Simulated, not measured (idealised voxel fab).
Process module under the name voxel transistor to metal
The cross-section on display is named cut; it measures 280 nm wide, and its cells are 5 nm squares.
Format of a cross-section: grid, square cells. Given as bands. Order: top down. Band: one or more rows of cells.
Top height, bottom height, nm. Materials left to right, width each, nm. Single material + "edge to edge" = fills band edge to edge. "empty" = empty.
Measure heights from 0. That's the level where, below it, the as-received wafer is all one material. The lowest band is bottomless and extends downward; write it as in "0..down".
Width spec "30->40" -> top row of cells at first value, bottom row at second value, equal per-row change in between.
Any step labelled "nothing changed" changed none of the cells in the cross-section.
"Sealed internal cavities": empty spaces of 8 cells or more with no open way to the top, each given as width x height at distance, distance from the left edge, all in nm.
Read whatever lies past the settings on a step's line as the simulator's own remark about the step.
You can add "overlay nm" to a step's line. For a step with a mask, it describes how far the mask lay to the right of its planned position, and a negative number describes a lay to the left.

[Process steps - plan]
1: RECEIVE, material Si
2: OXIDIZE, depth nm 5
3: CONFORMAL_DEP, material SiN, thk nm 15
4: DIRECTIONAL_DEP, material aC, thk nm 10
5: PATTERN, tone cover, mask id ACTIVE, material resist, width nm 100, pitch nm 125, thk nm 30, overlay nm 0
6: DIRECTIONAL_ETCH, etch materials aC, depth nm 10
7: STRIP, etch materials resist
8: DIRECTIONAL_ETCH, etch materials SiN, depth nm 15
9: DIRECTIONAL_ETCH, etch materials SiO2, depth nm 5
10: DIRECTIONAL_ETCH, etch materials Si, depth nm 35
11: STRIP, etch materials aC
12: OXIDIZE, depth nm 5
13: FILL_DEP, material SiO2, thk nm 5
14: CMP, height nm 15
15: SELECTIVE_ETCH, etch materials SiO2, depth nm 15
16: STRIP, etch materials SiN
17: SELECTIVE_ETCH, etch materials SiO2, depth nm 5
18: OXIDIZE, depth nm 5
19: DIRECTIONAL_DEP, material polySi, thk nm 20
20: DIRECTIONAL_DEP, material SiCN, thk nm 15
21: DIRECTIONAL_DEP, material aC, thk nm 10
22: PATTERN, tone cover, mask id GATE, material resist, width nm 20, pitch nm 125, thk nm 30, overlay nm 0
23: DIRECTIONAL_ETCH, etch materials aC, depth nm 10
24: STRIP, etch materials resist
25: DIRECTIONAL_ETCH, etch materials SiCN, depth nm 25
26: DIRECTIONAL_ETCH, etch materials polySi, depth nm 30
27: STRIP, etch materials aC
28: CONFORMAL_DEP, material SiO2, thk nm 5
29: DIRECTIONAL_ETCH, etch materials SiO2, depth nm 5
30: CONFORMAL_DEP, material SiN, thk nm 10
31: DIRECTIONAL_ETCH, etch materials SiN, depth nm 10
32: DIRECTIONAL_ETCH, etch materials SiO2, depth nm 5
33: DIRECTIONAL_ETCH, etch materials Si, depth nm 5
34: EPI, material SiGe, thk nm 10
35: FILL_DEP, material SiO2, thk nm 10
36: CMP, height nm 30
37: DIRECTIONAL_DEP, material SiO2, thk nm 15
38: DIRECTIONAL_DEP, material aC, thk nm 15
39: PATTERN, tone open, mask id CONTACT, material resist, width nm 25, thk nm 35, overlay nm 0
40: DIRECTIONAL_ETCH, etch materials aC, depth nm 15
41: STRIP, etch materials resist
42: DIRECTIONAL_ETCH, etch materials SiO2, depth nm 50
43: STRIP, etch materials aC
44: CONFORMAL_DEP, material TiN, thk nm 5
45: FILL_DEP, material Ru, thk nm 10
46: CMP, height nm 45
47: DIRECTIONAL_DEP, material TiN, thk nm 5
48: DIRECTIONAL_DEP, material Ru, thk nm 15
49: DIRECTIONAL_DEP, material aC, thk nm 10
50: PATTERN, tone cover, mask id METAL_1, material resist, width nm 15, thk nm 25, overlay nm 0
51: DIRECTIONAL_ETCH, etch materials aC, depth nm 10
52: STRIP, etch materials resist
53: DIRECTIONAL_ETCH, etch materials Ru, depth nm 15
54: DIRECTIONAL_ETCH, etch materials TiN, depth nm 5
55: STRIP, etch materials aC
56: CONFORMAL_DEP, material SiCN, thk nm 5
57: FILL_DEP, material lowk, thk nm 10
58: CMP, height nm 65
59: CONFORMAL_DEP, material SiN, thk nm 5

[The first of two wafers, run as planned]

[As received (post step 1): cross-section]
    0..down = Si edge to edge
    Sealed internal cavities: none

[Cross-section: wafer state after step 2]
    0..-5 = SiO2 edge to edge
    below -5: unchanged

[Cross-section: wafer state after step 3]
    15..0 = SiN edge to edge
    below 0: unchanged

[Cross-section: wafer state after step 4]
    25..15 = aC edge to edge
    below 15: unchanged

[Cross-section: wafer state after step 5]
    55..25 = empty: 25 | resist: 100 | empty: 25 | resist: 100 | empty: 30
    below 25: unchanged

[Cross-section: wafer state after step 6]
    45..25 = empty: 25 | resist: 100 | empty: 25 | resist: 100 | empty: 30
    25..15 = empty: 25 | aC: 100 | empty: 25 | aC: 100 | empty: 30
    below 15: unchanged

[Cross-section: wafer state after step 7]
    25..15 = empty: 25 | aC: 100 | empty: 25 | aC: 100 | empty: 30
    below 15: unchanged

[Cross-section: wafer state after step 8]
    25..15 = empty: 25 | aC: 100 | empty: 25 | aC: 100 | empty: 30
    15..0 = empty: 25 | SiN: 100 | empty: 25 | SiN: 100 | empty: 30
    below 0: unchanged

[Cross-section: wafer state after step 9]
    25..15 = empty: 25 | aC: 100 | empty: 25 | aC: 100 | empty: 30
    15..0 = empty: 25 | SiN: 100 | empty: 25 | SiN: 100 | empty: 30
    0..-5 = empty: 25 | SiO2: 100 | empty: 25 | SiO2: 100 | empty: 30
    below -5: unchanged

[Cross-section: wafer state after step 10]
    25..15 = empty: 25 | aC: 100 | empty: 25 | aC: 100 | empty: 30
    15..0 = empty: 25 | SiN: 100 | empty: 25 | SiN: 100 | empty: 30
    0..-5 = empty: 25 | SiO2: 100 | empty: 25 | SiO2: 100 | empty: 30
    -5..-40 = empty: 25 | Si: 100 | empty: 25 | Si: 100 | empty: 30
    below -40: unchanged

[Cross-section: wafer state after step 11]
    15..0 = empty: 25 | SiN: 100 | empty: 25 | SiN: 100 | empty: 30
    below 0: unchanged

[Cross-section: wafer state after step 12]
    15..0 = empty: 25 | SiN: 100 | empty: 25 | SiN: 100 | empty: 30
    0..-5 = empty: 25 | SiO2: 100 | empty: 25 | SiO2: 100 | empty: 30
    -5..-40 = empty: 25 | SiO2: 5 | Si: 90 | SiO2: 5 | empty: 25 | SiO2: 5 | Si: 90 | SiO2: 5 | empty: 30
    -40..-45 = SiO2: 30 | Si: 90 | SiO2: 35 | Si: 90 | SiO2: 35
    below -45: unchanged

[Cross-section: wafer state after step 13]
    20..15 = SiO2 edge to edge
    15..0 = SiO2: 25 | SiN: 100 | SiO2: 25 | SiN: 100 | SiO2: 30
    0..-5 = SiO2 edge to edge
    -5..-45 = SiO2: 30 | Si: 90 | SiO2: 35 | Si: 90 | SiO2: 35
    below -45: unchanged

[Cross-section: wafer state after step 14]
    15..0 = SiO2: 25 | SiN: 100 | SiO2: 25 | SiN: 100 | SiO2: 30
    below 0: unchanged

[Cross-section: wafer state after step 15]
    15..0 = empty: 25 | SiN: 100 | empty: 25 | SiN: 100 | empty: 30
    below 0: unchanged

[Cross-section: wafer state after step 16]
    0..-5 = SiO2 edge to edge
    below -5: unchanged

[Cross-section: wafer state after step 17]
    -5..-45 = SiO2: 30 | Si: 90 | SiO2: 35 | Si: 90 | SiO2: 35
    below -45: unchanged

[Cross-section: wafer state after step 18]
    -5..-10 = SiO2 edge to edge
    below -10: unchanged

[Cross-section: wafer state after step 19]
    15..-5 = polySi edge to edge
    below -5: unchanged

[Cross-section: wafer state after step 20]
    30..15 = SiCN edge to edge
    below 15: unchanged

[Cross-section: wafer state after step 21]
    40..30 = aC edge to edge
    below 30: unchanged

[Cross-section: wafer state after step 22]
    70..40 = empty: 65 | resist: 20 | empty: 105 | resist: 20 | empty: 70
    below 40: unchanged

[Cross-section: wafer state after step 23]
    60..40 = empty: 65 | resist: 20 | empty: 105 | resist: 20 | empty: 70
    40..30 = empty: 65 | aC: 20 | empty: 105 | aC: 20 | empty: 70
    below 30: unchanged

[Cross-section: wafer state after step 24]
    40..30 = empty: 65 | aC: 20 | empty: 105 | aC: 20 | empty: 70
    below 30: unchanged

[Cross-section: wafer state after step 25]
    40..30 = empty: 65 | aC: 20 | empty: 105 | aC: 20 | empty: 70
    30..15 = empty: 65 | SiCN: 20 | empty: 105 | SiCN: 20 | empty: 70
    below 15: unchanged

[Cross-section: wafer state after step 26]
    40..30 = empty: 65 | aC: 20 | empty: 105 | aC: 20 | empty: 70
    30..15 = empty: 65 | SiCN: 20 | empty: 105 | SiCN: 20 | empty: 70
    15..-5 = empty: 65 | polySi: 20 | empty: 105 | polySi: 20 | empty: 70
    below -5: unchanged

[Cross-section: wafer state after step 27]
    30..15 = empty: 65 | SiCN: 20 | empty: 105 | SiCN: 20 | empty: 70
    below 15: unchanged

[Cross-section: wafer state after step 28]
    35..30 = empty: 60 | SiO2: 30 | empty: 95 | SiO2: 30 | empty: 65
    30..15 = empty: 60 | SiO2: 5 | SiCN: 20 | SiO2: 5 | empty: 95 | SiO2: 5 | SiCN: 20 | SiO2: 5 | empty: 65
    15..0 = empty: 60 | SiO2: 5 | polySi: 20 | SiO2: 5 | empty: 95 | SiO2: 5 | polySi: 20 | SiO2: 5 | empty: 65
    0..-5 = SiO2: 65 | polySi: 20 | SiO2: 105 | polySi: 20 | SiO2: 70
    below -5: unchanged

[Cross-section: wafer state after step 29]
    30..15 = empty: 60 | SiO2: 5 | SiCN: 20 | SiO2: 5 | empty: 95 | SiO2: 5 | SiCN: 20 | SiO2: 5 | empty: 65
    15..-5 = empty: 60 | SiO2: 5 | polySi: 20 | SiO2: 5 | empty: 95 | SiO2: 5 | polySi: 20 | SiO2: 5 | empty: 65
    below -5: unchanged

[Cross-section: wafer state after step 30]
    40..30 = empty: 50 | SiN: 50 | empty: 75 | SiN: 50 | empty: 55
    30..15 = empty: 50 | SiN: 10 | SiO2: 5 | SiCN: 20 | SiO2: 5 | SiN: 10 | empty: 75 | SiN: 10 | SiO2: 5 | SiCN: 20 | SiO2: 5 | SiN: 10 | empty: 55
    15..5 = empty: 50 | SiN: 10 | SiO2: 5 | polySi: 20 | SiO2: 5 | SiN: 10 | empty: 75 | SiN: 10 | SiO2: 5 | polySi: 20 | SiO2: 5 | SiN: 10 | empty: 55
    5..-5 = SiN: 60 | SiO2: 5 | polySi: 20 | SiO2: 5 | SiN: 95 | SiO2: 5 | polySi: 20 | SiO2: 5 | SiN: 65
    below -5: unchanged

[Cross-section: wafer state after step 31]
    30..15 = empty: 50 | SiN: 10 | SiO2: 5 | SiCN: 20 | SiO2: 5 | SiN: 10 | empty: 75 | SiN: 10 | SiO2: 5 | SiCN: 20 | SiO2: 5 | SiN: 10 | empty: 55
    15..-5 = empty: 50 | SiN: 10 | SiO2: 5 | polySi: 20 | SiO2: 5 | SiN: 10 | empty: 75 | SiN: 10 | SiO2: 5 | polySi: 20 | SiO2: 5 | SiN: 10 | empty: 55
    below -5: unchanged

[Cross-section: wafer state after step 32]
    30..25 = empty: 50 | SiN: 10 | empty: 5 | SiCN: 20 | empty: 5 | SiN: 10 | empty: 75 | SiN: 10 | empty: 5 | SiCN: 20 | empty: 5 | SiN: 10 | empty: 55
    25..15 = empty: 50 | SiN: 10 | SiO2: 5 | SiCN: 20 | SiO2: 5 | SiN: 10 | empty: 75 | SiN: 10 | SiO2: 5 | SiCN: 20 | SiO2: 5 | SiN: 10 | empty: 55
    15..-5 = empty: 50 | SiN: 10 | SiO2: 5 | polySi: 20 | SiO2: 5 | SiN: 10 | empty: 75 | SiN: 10 | SiO2: 5 | polySi: 20 | SiO2: 5 | SiN: 10 | empty: 55
    -5..-10 = empty: 50 | SiO2: 50 | empty: 75 | SiO2: 50 | empty: 55
    below -10: unchanged

[Cross-section: wafer state after step 33]
    30..25 = empty: 50 | SiN: 10 | empty: 5 | SiCN: 20 | empty: 5 | SiN: 10 | empty: 75 | SiN: 10 | empty: 5 | SiCN: 20 | empty: 5 | SiN: 10 | empty: 55
    25..15 = empty: 50 | SiN: 10 | SiO2: 5 | SiCN: 20 | SiO2: 5 | SiN: 10 | empty: 75 | SiN: 10 | SiO2: 5 | SiCN: 20 | SiO2: 5 | SiN: 10 | empty: 55
    15..-5 = empty: 50 | SiN: 10 | SiO2: 5 | polySi: 20 | SiO2: 5 | SiN: 10 | empty: 75 | SiN: 10 | SiO2: 5 | polySi: 20 | SiO2: 5 | SiN: 10 | empty: 55
    -5..-10 = empty: 50 | SiO2: 50 | empty: 75 | SiO2: 50 | empty: 55
    -10..-15 = SiO2: 30 | empty: 20 | Si: 50 | empty: 20 | SiO2: 35 | empty: 20 | Si: 50 | empty: 20 | SiO2: 35
    below -15: unchanged

[Cross-section: wafer state after step 34]
    30..25 = empty: 50 | SiN: 10 | empty: 5 | SiCN: 20 | empty: 5 | SiN: 10 | empty: 75 | SiN: 10 | empty: 5 | SiCN: 20 | empty: 5 | SiN: 10 | empty: 55
    25..15 = empty: 50 | SiN: 10 | SiO2: 5 | SiCN: 20 | SiO2: 5 | SiN: 10 | empty: 75 | SiN: 10 | SiO2: 5 | SiCN: 20 | SiO2: 5 | SiN: 10 | empty: 55
    15..0 = empty: 50 | SiN: 10 | SiO2: 5 | polySi: 20 | SiO2: 5 | SiN: 10 | empty: 75 | SiN: 10 | SiO2: 5 | polySi: 20 | SiO2: 5 | SiN: 10 | empty: 55
    0..-5 = empty: 40 | SiGe: 10 | SiN: 10 | SiO2: 5 | polySi: 20 | SiO2: 5 | SiN: 10 | SiGe: 10 | empty: 55 | SiGe: 10 | SiN: 10 | SiO2: 5 | polySi: 20 | SiO2: 5 | SiN: 10 | SiGe: 10 | empty: 45
    -5..-10 = empty: 25 | SiGe: 25 | SiO2: 50 | SiGe: 25 | empty: 25 | SiGe: 25 | SiO2: 50 | SiGe: 25 | empty: 30
    -10..-15 = SiO2: 30 | SiGe: 20 | Si: 50 | SiGe: 20 | SiO2: 35 | SiGe: 20 | Si: 50 | SiGe: 20 | SiO2: 35
    below -15: unchanged

[Cross-section: wafer state after step 35]
    40..30 = SiO2 edge to edge
    30..15 = SiO2: 50 | SiN: 10 | SiO2: 5 | SiCN: 20 | SiO2: 5 | SiN: 10 | SiO2: 75 | SiN: 10 | SiO2: 5 | SiCN: 20 | SiO2: 5 | SiN: 10 | SiO2: 55
    15..0 = SiO2: 50 | SiN: 10 | SiO2: 5 | polySi: 20 | SiO2: 5 | SiN: 10 | SiO2: 75 | SiN: 10 | SiO2: 5 | polySi: 20 | SiO2: 5 | SiN: 10 | SiO2: 55
    0..-5 = SiO2: 40 | SiGe: 10 | SiN: 10 | SiO2: 5 | polySi: 20 | SiO2: 5 | SiN: 10 | SiGe: 10 | SiO2: 55 | SiGe: 10 | SiN: 10 | SiO2: 5 | polySi: 20 | SiO2: 5 | SiN: 10 | SiGe: 10 | SiO2: 45
    -5..-10 = SiO2: 25 | SiGe: 25 | SiO2: 50 | SiGe: 25 | SiO2: 25 | SiGe: 25 | SiO2: 50 | SiGe: 25 | SiO2: 30
    below -10: unchanged

[Cross-section: wafer state after step 36]
    30..15 = SiO2: 50 | SiN: 10 | SiO2: 5 | SiCN: 20 | SiO2: 5 | SiN: 10 | SiO2: 75 | SiN: 10 | SiO2: 5 | SiCN: 20 | SiO2: 5 | SiN: 10 | SiO2: 55
    below 15: unchanged

[Cross-section: wafer state after step 37]
    45..30 = SiO2 edge to edge
    below 30: unchanged

[Cross-section: wafer state after step 38]
    60..45 = aC edge to edge
    below 45: unchanged

[Cross-section: wafer state after step 39]
    95..60 = resist: 35 | empty: 25 | resist: 30 | empty: 25 | resist: 45 | empty: 25 | resist: 30 | empty: 25 | resist: 40
    below 60: unchanged

[Cross-section: wafer state after step 40]
    80..60 = resist: 35 | empty: 25 | resist: 30 | empty: 25 | resist: 45 | empty: 25 | resist: 30 | empty: 25 | resist: 40
    60..45 = aC: 35 | empty: 25 | aC: 30 | empty: 25 | aC: 45 | empty: 25 | aC: 30 | empty: 25 | aC: 40
    below 45: unchanged

[Cross-section: wafer state after step 41]
    60..45 = aC: 35 | empty: 25 | aC: 30 | empty: 25 | aC: 45 | empty: 25 | aC: 30 | empty: 25 | aC: 40
    below 45: unchanged

[Cross-section: wafer state after step 42]
    60..45 = aC: 35 | empty: 25 | aC: 30 | empty: 25 | aC: 45 | empty: 25 | aC: 30 | empty: 25 | aC: 40
    45..30 = SiO2: 35 | empty: 25 | SiO2: 30 | empty: 25 | SiO2: 45 | empty: 25 | SiO2: 30 | empty: 25 | SiO2: 40
    30..15 = SiO2: 35 | empty: 15 | SiN: 10 | SiO2: 5 | SiCN: 20 | SiO2: 5 | SiN: 10 | empty: 15 | SiO2: 45 | empty: 15 | SiN: 10 | SiO2: 5 | SiCN: 20 | SiO2: 5 | SiN: 10 | empty: 15 | SiO2: 40
    15..0 = SiO2: 35 | empty: 15 | SiN: 10 | SiO2: 5 | polySi: 20 | SiO2: 5 | SiN: 10 | empty: 15 | SiO2: 45 | empty: 15 | SiN: 10 | SiO2: 5 | polySi: 20 | SiO2: 5 | SiN: 10 | empty: 15 | SiO2: 40
    0..-5 = SiO2: 35 | empty: 5 | SiGe: 10 | SiN: 10 | SiO2: 5 | polySi: 20 | SiO2: 5 | SiN: 10 | SiGe: 10 | empty: 5 | SiO2: 45 | empty: 5 | SiGe: 10 | SiN: 10 | SiO2: 5 | polySi: 20 | SiO2: 5 | SiN: 10 | SiGe: 10 | empty: 5 | SiO2: 40
    below -5: unchanged

[Cross-section: wafer state after step 43]
    45..30 = SiO2: 35 | empty: 25 | SiO2: 30 | empty: 25 | SiO2: 45 | empty: 25 | SiO2: 30 | empty: 25 | SiO2: 40
    below 30: unchanged

[Cross-section: wafer state after step 44]
    50..45 = TiN: 40 | empty: 15 | TiN: 40 | empty: 15 | TiN: 55 | empty: 15 | TiN: 40 | empty: 15 | TiN: 45
    45..35 = SiO2: 35 | TiN: 5 | empty: 15 | TiN: 5 | SiO2: 30 | TiN: 5 | empty: 15 | TiN: 5 | SiO2: 45 | TiN: 5 | empty: 15 | TiN: 5 | SiO2: 30 | TiN: 5 | empty: 15 | TiN: 5 | SiO2: 40
    35..30 = SiO2: 35 | TiN: 5 | empty: 5 | TiN: 15 | SiO2: 30 | TiN: 15 | empty: 5 | TiN: 5 | SiO2: 45 | TiN: 5 | empty: 5 | TiN: 15 | SiO2: 30 | TiN: 15 | empty: 5 | TiN: 5 | SiO2: 40
    30..15 = SiO2: 35 | TiN: 5 | empty: 5 | TiN: 5 | SiN: 10 | SiO2: 5 | SiCN: 20 | SiO2: 5 | SiN: 10 | TiN: 5 | empty: 5 | TiN: 5 | SiO2: 45 | TiN: 5 | empty: 5 | TiN: 5 | SiN: 10 | SiO2: 5 | SiCN: 20 | SiO2: 5 | SiN: 10 | TiN: 5 | empty: 5 | TiN: 5 | SiO2: 40
    15..5 = SiO2: 35 | TiN: 5 | empty: 5 | TiN: 5 | SiN: 10 | SiO2: 5 | polySi: 20 | SiO2: 5 | SiN: 10 | TiN: 5 | empty: 5 | TiN: 5 | SiO2: 45 | TiN: 5 | empty: 5 | TiN: 5 | SiN: 10 | SiO2: 5 | polySi: 20 | SiO2: 5 | SiN: 10 | TiN: 5 | empty: 5 | TiN: 5 | SiO2: 40
    5..0 = SiO2: 35 | TiN: 15 | SiN: 10 | SiO2: 5 | polySi: 20 | SiO2: 5 | SiN: 10 | TiN: 15 | SiO2: 45 | TiN: 15 | SiN: 10 | SiO2: 5 | polySi: 20 | SiO2: 5 | SiN: 10 | TiN: 15 | SiO2: 40
    0..-5 = SiO2: 35 | TiN: 5 | SiGe: 10 | SiN: 10 | SiO2: 5 | polySi: 20 | SiO2: 5 | SiN: 10 | SiGe: 10 | TiN: 5 | SiO2: 45 | TiN: 5 | SiGe: 10 | SiN: 10 | SiO2: 5 | polySi: 20 | SiO2: 5 | SiN: 10 | SiGe: 10 | TiN: 5 | SiO2: 40
    below -5: unchanged

[Cross-section: wafer state after step 45]
    60..50 = Ru edge to edge
    50..45 = TiN: 40 | Ru: 15 | TiN: 40 | Ru: 15 | TiN: 55 | Ru: 15 | TiN: 40 | Ru: 15 | TiN: 45
    45..35 = SiO2: 35 | TiN: 5 | Ru: 15 | TiN: 5 | SiO2: 30 | TiN: 5 | Ru: 15 | TiN: 5 | SiO2: 45 | TiN: 5 | Ru: 15 | TiN: 5 | SiO2: 30 | TiN: 5 | Ru: 15 | TiN: 5 | SiO2: 40
    35..30 = SiO2: 35 | TiN: 5 | Ru: 5 | TiN: 15 | SiO2: 30 | TiN: 15 | Ru: 5 | TiN: 5 | SiO2: 45 | TiN: 5 | Ru: 5 | TiN: 15 | SiO2: 30 | TiN: 15 | Ru: 5 | TiN: 5 | SiO2: 40
    30..15 = SiO2: 35 | TiN: 5 | Ru: 5 | TiN: 5 | SiN: 10 | SiO2: 5 | SiCN: 20 | SiO2: 5 | SiN: 10 | TiN: 5 | Ru: 5 | TiN: 5 | SiO2: 45 | TiN: 5 | Ru: 5 | TiN: 5 | SiN: 10 | SiO2: 5 | SiCN: 20 | SiO2: 5 | SiN: 10 | TiN: 5 | Ru: 5 | TiN: 5 | SiO2: 40
    15..5 = SiO2: 35 | TiN: 5 | Ru: 5 | TiN: 5 | SiN: 10 | SiO2: 5 | polySi: 20 | SiO2: 5 | SiN: 10 | TiN: 5 | Ru: 5 | TiN: 5 | SiO2: 45 | TiN: 5 | Ru: 5 | TiN: 5 | SiN: 10 | SiO2: 5 | polySi: 20 | SiO2: 5 | SiN: 10 | TiN: 5 | Ru: 5 | TiN: 5 | SiO2: 40
    below 5: unchanged

[Cross-section: wafer state after step 46]
    45..35 = SiO2: 35 | TiN: 5 | Ru: 15 | TiN: 5 | SiO2: 30 | TiN: 5 | Ru: 15 | TiN: 5 | SiO2: 45 | TiN: 5 | Ru: 15 | TiN: 5 | SiO2: 30 | TiN: 5 | Ru: 15 | TiN: 5 | SiO2: 40
    below 35: unchanged

[Cross-section: wafer state after step 47]
    50..45 = TiN edge to edge
    below 45: unchanged

[Cross-section: wafer state after step 48]
    65..50 = Ru edge to edge
    below 50: unchanged

[Cross-section: wafer state after step 49]
    75..65 = aC edge to edge
    below 65: unchanged

[Cross-section: wafer state after step 50]
    100..75 = empty: 35 | resist: 15 | empty: 50 | resist: 15 | empty: 45 | resist: 15 | empty: 50 | resist: 15 | empty: 40
    below 75: unchanged

[Cross-section: wafer state after step 51]
    90..75 = empty: 35 | resist: 15 | empty: 50 | resist: 15 | empty: 45 | resist: 15 | empty: 50 | resist: 15 | empty: 40
    75..65 = empty: 35 | aC: 15 | empty: 50 | aC: 15 | empty: 45 | aC: 15 | empty: 50 | aC: 15 | empty: 40
    below 65: unchanged

[Cross-section: wafer state after step 52]
    75..65 = empty: 35 | aC: 15 | empty: 50 | aC: 15 | empty: 45 | aC: 15 | empty: 50 | aC: 15 | empty: 40
    below 65: unchanged

[Cross-section: wafer state after step 53]
    75..65 = empty: 35 | aC: 15 | empty: 50 | aC: 15 | empty: 45 | aC: 15 | empty: 50 | aC: 15 | empty: 40
    65..50 = empty: 35 | Ru: 15 | empty: 50 | Ru: 15 | empty: 45 | Ru: 15 | empty: 50 | Ru: 15 | empty: 40
    below 50: unchanged

[Cross-section: wafer state after step 54]
    75..65 = empty: 35 | aC: 15 | empty: 50 | aC: 15 | empty: 45 | aC: 15 | empty: 50 | aC: 15 | empty: 40
    65..50 = empty: 35 | Ru: 15 | empty: 50 | Ru: 15 | empty: 45 | Ru: 15 | empty: 50 | Ru: 15 | empty: 40
    50..45 = empty: 35 | TiN: 15 | empty: 50 | TiN: 15 | empty: 45 | TiN: 15 | empty: 50 | TiN: 15 | empty: 40
    below 45: unchanged

[Cross-section: wafer state after step 55]
    65..50 = empty: 35 | Ru: 15 | empty: 50 | Ru: 15 | empty: 45 | Ru: 15 | empty: 50 | Ru: 15 | empty: 40
    below 50: unchanged

[Cross-section: wafer state after step 56]
    70..65 = empty: 30 | SiCN: 25 | empty: 40 | SiCN: 25 | empty: 35 | SiCN: 25 | empty: 40 | SiCN: 25 | empty: 35
    65..50 = empty: 30 | SiCN: 5 | Ru: 15 | SiCN: 5 | empty: 40 | SiCN: 5 | Ru: 15 | SiCN: 5 | empty: 35 | SiCN: 5 | Ru: 15 | SiCN: 5 | empty: 40 | SiCN: 5 | Ru: 15 | SiCN: 5 | empty: 35
    50..45 = SiCN: 35 | TiN: 15 | SiCN: 50 | TiN: 15 | SiCN: 45 | TiN: 15 | SiCN: 50 | TiN: 15 | SiCN: 40
    below 45: unchanged

[Cross-section: wafer state after step 57]
    80..70 = lowk edge to edge
    70..65 = lowk: 30 | SiCN: 25 | lowk: 40 | SiCN: 25 | lowk: 35 | SiCN: 25 | lowk: 40 | SiCN: 25 | lowk: 35
    65..50 = lowk: 30 | SiCN: 5 | Ru: 15 | SiCN: 5 | lowk: 40 | SiCN: 5 | Ru: 15 | SiCN: 5 | lowk: 35 | SiCN: 5 | Ru: 15 | SiCN: 5 | lowk: 40 | SiCN: 5 | Ru: 15 | SiCN: 5 | lowk: 35
    below 50: unchanged

[Cross-section: wafer state after step 58]
    65..50 = lowk: 30 | SiCN: 5 | Ru: 15 | SiCN: 5 | lowk: 40 | SiCN: 5 | Ru: 15 | SiCN: 5 | lowk: 35 | SiCN: 5 | Ru: 15 | SiCN: 5 | lowk: 40 | SiCN: 5 | Ru: 15 | SiCN: 5 | lowk: 35
    below 50: unchanged

[Cross-section: wafer state after step 59]
    70..65 = SiN edge to edge
    below 65: unchanged

[Wafer two of two - same starting point, same process plan, one mistake in execution; matches wafer one up to and including step 57]

Cross-section of the second wafer at the time step 58 of the plan should have ended: nothing changed

[Cross-section of the second wafer at the time step 59 of the plan should have ended]
    85..80 = SiN edge to edge
    below 80: unchanged
What went wrong in running the wafer? skipped: plan step 58 (never run)
Upon completion, the second wafer contains, in terms of cells, a greater or smaller amount of certain materials than the first wafer: 20 more of SiCN; 148 more of lowk
